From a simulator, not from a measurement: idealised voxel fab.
process module | voxel lift off
cross-section cut | 195 nm wide | cells 5 nm
A cross-section is a grid of square cells, given in bands from the top down. A band is one or more rows of cells.
Each band's line starts with the height of the band's top and of its bottom, in nm. Then come its materials from left to right, each with its width in nm. One material with "throughout" fills the band from edge to edge. "air" is empty space.
Height 0 is the level under which the wafer as received is all one material. The lowest band goes on downwards, as in "0 down".
A width such as "30 to 40" changes by the same amount from each row of cells to the next, from the band's top row to its bottom row.
"no change" after a step means that no cell of the cross-section changed.
closed voids: empty space of 8 cells or more with no open way to the top, each as width x height at its distance from the left edge, in nm
after a step's settings: what the simulator itself notes on the step
overlay nm, on a step with a mask: how far to the right of its planned place the mask lay; to the left if negative
plan
1 op RECEIVE | material Si
2 op CONFORMAL_DEP | material SiN | thk nm 10
3 op PATTERN | tone open | mask id LINES | material resist | width nm 15 | pitch nm 45 | thk nm 20 | overlay nm 0
4 op DIRECTIONAL_DEP | material Ru | thk nm 5
5 op STRIP | etch materials resist
6 op CONFORMAL_DEP | material SiCN | thk nm 5
first wafer, as planned
as received, after step 1
  0 down: Si throughout
  closed voids: none
after step 2
  10 to 0: SiN throughout
  below 0: unchanged
after step 3
  30 to 10: resist 20 | air 15 | resist 30 | air 15 | resist 30 | air 15 | resist 30 | air 15 | resist 25
  below 10: unchanged
after step 4
  35 to 30: Ru 20 | air 15 | Ru 30 | air 15 | Ru 30 | air 15 | Ru 30 | air 15 | Ru 25
  30 to 15: resist 20 | air 15 | resist 30 | air 15 | resist 30 | air 15 | resist 30 | air 15 | resist 25
  15 to 10: resist 20 | Ru 15 | resist 30 | Ru 15 | resist 30 | Ru 15 | resist 30 | Ru 15 | resist 25
  below 10: unchanged
after step 5
  15 to 10: air 20 | Ru 15 | air 30 | Ru 15 | air 30 | Ru 15 | air 30 | Ru 15 | air 25
  below 10: unchanged
after step 6
  20 to 15: air 15 | SiCN 25 | air 20 | SiCN 25 | air 20 | SiCN 25 | air 20 | SiCN 25 | air 20
  15 to 10: SiCN 20 | Ru 15 | SiCN 30 | Ru 15 | SiCN 30 | Ru 15 | SiCN 30 | Ru 15 | SiCN 25
  below 10: unchanged
second wafer: like start, like plan, one mistake. Through step 3 it matches the first wafer
when step 4 should have ended
  35 to 30: SiN 20 | air 15 | SiN 30 | air 15 | SiN 30 | air 15 | SiN 30 | air 15 | SiN 25
  30 to 15: resist 20 | air 15 | resist 30 | air 15 | resist 30 | air 15 | resist 30 | air 15 | resist 25
  15 to 10: resist 20 | SiN 15 | resist 30 | SiN 15 | resist 30 | SiN 15 | resist 30 | SiN 15 | resist 25
  below 10: unchanged
when step 5 should have ended
  15 to 10: air 20 | SiN 15 | air 30 | SiN 15 | air 30 | SiN 15 | air 30 | SiN 15 | air 25
  below 10: unchanged
when step 6 should have ended
  20 to 15: air 15 | SiCN 25 | air 20 | SiCN 25 | air 20 | SiCN 25 | air 20 | SiCN 25 | air 20
  15 to 10: SiCN 20 | SiN 15 | SiCN 30 | SiN 15 | SiCN 30 | SiN 15 | SiCN 30 | SiN 15 | SiCN 25
  below 10: unchanged
what went wrong: step 4 ran as: op DIRECTIONAL_DEP | material SiN | thk nm 5
at the end the second wafer has, in cells: 12 fewer of Ru | 12 more of SiN
